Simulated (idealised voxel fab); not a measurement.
This is a process module. Its name is voxel plated lines.
Cross-section cut spans 290 nm and uses square cells 5 nm in size.
The cross-sections in this document take the form of a grid made of square cells. They are written out as bands, in order from top to bottom. Each band consists of one or more rows of cells.
The entry gives the band's vertical extent as a top height and a bottom height in nm, then its horizontal make-up as materials from left to right, each with a width in nm. "empty" stands for empty space; a single material marked "throughout" fills the band edge to edge.
Height 0 is the level under which the wafer as received is all one material. The lowest band goes on downwards, as in "0 and below".
Think of "30->40" as a width that walks from the first number to the second as you go down the band, top row to bottom row, taking equal-sized steps from row to row.
No cell of the cross-section changed in a step that is given as "nothing altered".
Basically, "Unvented voids" tells you about the enclosed voids: empty spaces with no open way to the top, 8 cells or bigger, each written width x height at distance, where distance is from the left edge, all in nm.
Note: text after step settings on the step line = simulator remark on that step.
If you see "overlay nm" on a step's line and that step has a mask, it's telling you how far right of where it was planned the mask ended up; a negative number means it went left instead.

Below is the list of planned process steps
| 1 | RECEIVE,material Si |
| 2 | CONFORMAL_DEP,material SiN,thk nm 5 |
| 3 | DIRECTIONAL_DEP,material TiN,thk nm 5 |
| 4 | PATTERN,tone open,mask id LINES,material resist,width nm 15,pitch nm 40,thk nm 30,overlay nm -15 |
| 5 | EPI,material Ru,thk nm 10 |
| 6 | EPI,material Ru,thk nm 10 |
| 7 | STRIP,etch materials resist |
| 8 | DIRECTIONAL_ETCH,etch materials TiN,depth nm 5 |
| 9 | CONFORMAL_DEP,material SiO2,thk nm 5 |
Keep in mind the plan's value for the overlay nm of step 4 comes from the first wafer; the wafers don't share that setting, but they do share the same starting point.

The as-received cross-section of the first of several wafers corresponds to the state after step 1
    0 and below  Si throughout
    Unvented voids: none

The table below has one row for each wafer; a row shows, as of the end of the module, how many cells of each material the wafer has gained, marked (+), or lost, marked (-), since it was received, and then the wafer's closed voids
overlay nm -15, +24 Ru, +58 SiN, +78 SiO2, +6 TiN, Unvented voids: none
overlay nm -10, +24 Ru, +58 SiN, +78 SiO2, +6 TiN, Unvented voids: none
overlay nm -5, +24 Ru, +58 SiN, +78 SiO2, +6 TiN, Unvented voids: none
overlay nm 0, +24 Ru, +58 SiN, +78 SiO2, +6 TiN, Unvented voids: none
overlay nm 5, +24 Ru, +58 SiN, +78 SiO2, +6 TiN, Unvented voids: none
overlay nm 10, +24 Ru, +58 SiN, +78 SiO2, +6 TiN, Unvented voids: none
overlay nm 15, +24 Ru, +58 SiN, +78 SiO2, +6 TiN, Unvented voids: none
